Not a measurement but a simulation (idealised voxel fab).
process module | voxel capacitor over wiring
cross-section cut | 145 nm wide | cells 5 nm
A cross-section is a grid of square cells, given in bands from the top down. A band is one or more rows of cells.
Each band's line starts with the height of the band's top and of its bottom, in nm. Then come its materials from left to right, each with its width in nm. One material with "throughout" fills the band from edge to edge. "air" is empty space.
Height 0 is the level under which the wafer as received is all one material. The lowest band goes on downwards, as in "0 down".
A width such as "30 to 40" changes by the same amount from each row of cells to the next, from the band's top row to its bottom row.
"no change" after a step means that no cell of the cross-section changed.
closed voids: empty space of 8 cells or more with no open way to the top, each as width x height at its distance from the left edge, in nm
after a step's settings: what the simulator itself notes on the step
overlay nm, on a step with a mask: how far to the right of its planned place the mask lay; to the left if negative
plan
1 op RECEIVE | material Si
2 op CONFORMAL_DEP | material SiO2 | thk nm 15
3 op CONFORMAL_DEP | material SiN | thk nm 5
4 op DIRECTIONAL_DEP | material SiO2 | thk nm 20
5 op DIRECTIONAL_DEP | material aC | thk nm 10
6 op PATTERN | tone open | mask id METAL_1 | material resist | width nm 20 | pitch nm 90 | thk nm 30 | overlay nm 0
7 op DIRECTIONAL_ETCH | etch materials aC | depth nm 10
8 op STRIP | etch materials resist
9 op DIRECTIONAL_ETCH | etch materials SiO2 | depth nm 20
10 op DIRECTIONAL_ETCH | etch materials SiN | depth nm 5
11 op STRIP | etch materials aC
12 op CONFORMAL_DEP | material TiN | thk nm 5
13 op FILL_DEP | material Cu | thk nm 10
14 op CMP | height nm 40
15 op CONFORMAL_DEP | material SiCN | thk nm 5
16 op DIRECTIONAL_DEP | material lowk | thk nm 15
17 op DIRECTIONAL_DEP | material aC | thk nm 15
18 op PATTERN | tone open | mask id PLUG_1 | material resist | width nm 15 | thk nm 35 | overlay nm 0
19 op DIRECTIONAL_ETCH | etch materials aC | depth nm 15
20 op STRIP | etch materials resist
21 op DIRECTIONAL_ETCH | etch materials lowk | depth nm 15
22 op DIRECTIONAL_ETCH | etch materials SiCN | depth nm 5
23 op STRIP | etch materials aC
24 op CONFORMAL_DEP | material TiN | thk nm 5
25 op FILL_DEP | material Cu | thk nm 5
26 op CMP | height nm 60
27 op DIRECTIONAL_DEP | material TiN | thk nm 5
28 op DIRECTIONAL_DEP | material SiN | thk nm 5
29 op DIRECTIONAL_DEP | material TiN | thk nm 5
30 op DIRECTIONAL_DEP | material aC | thk nm 10
31 op PATTERN | tone cover | mask id UPPER_PLATE | material resist | width nm 75 | thk nm 30 | overlay nm 0
32 op DIRECTIONAL_ETCH | etch materials aC | depth nm 10
33 op STRIP | etch materials resist
34 op DIRECTIONAL_ETCH | etch materials TiN | depth nm 5
35 op DIRECTIONAL_ETCH | etch materials SiN | depth nm 5
36 op STRIP | etch materials aC
37 op PATTERN | tone cover | mask id LOWER_PLATE | material resist | width nm 85 | thk nm 15 | overlay nm 0
38 op DIRECTIONAL_ETCH | etch materials TiN | depth nm 5
39 op STRIP | etch materials resist
40 op FILL_DEP | material SiO2 | thk nm 20
41 op CMP | height nm 90
42 op PATTERN | tone open | mask id PLUG_2 | material resist | width nm 15 | thk nm 15 | overlay nm 0
43 op DIRECTIONAL_ETCH | etch materials SiO2 | depth nm 15
44 op STRIP | etch materials resist
45 op CONFORMAL_DEP | material TiN | thk nm 5
46 op FILL_DEP | material Ru | thk nm 10
47 op CMP | height nm 90
48 op CONFORMAL_DEP | material SiN | thk nm 5
as received, after step 1
  0 down: Si throughout
  closed voids: none
a wafer at the end: this start, this plan, one mistake
  95 to 90: SiN throughout
  90 to 80: Ru 25 | TiN 5 | SiO2 15 | TiN 5 | Ru 95
  80 to 75: TiN 30 | SiO2 15 | TiN 100
  75 to 70: SiO2 20 | TiN 75 | SiO2 50
  70 to 65: SiO2 20 | SiN 75 | SiO2 50
  65 to 60: SiO2 15 | TiN 85 | SiO2 45
  60 to 45: lowk 20 | TiN 5 | Cu 5 | TiN 5 | lowk 110
  45 to 40: SiCN 20 | TiN 15 | SiCN 110
  40 to 20: SiO2 15 | TiN 5 | Cu 10 | TiN 5 | SiO2 70 | TiN 5 | Cu 10 | TiN 5 | SiO2 20
  20 to 15: SiN 15 | TiN 20 | SiN 70 | TiN 20 | SiN 20
  15 to 0: SiO2 throughout
  0 down: Si throughout
  closed voids: none
what went wrong: step 42 ran as: op PATTERN | tone cover | mask id PLUG_2 | material resist | width nm 15 | thk nm 15 | overlay nm 0
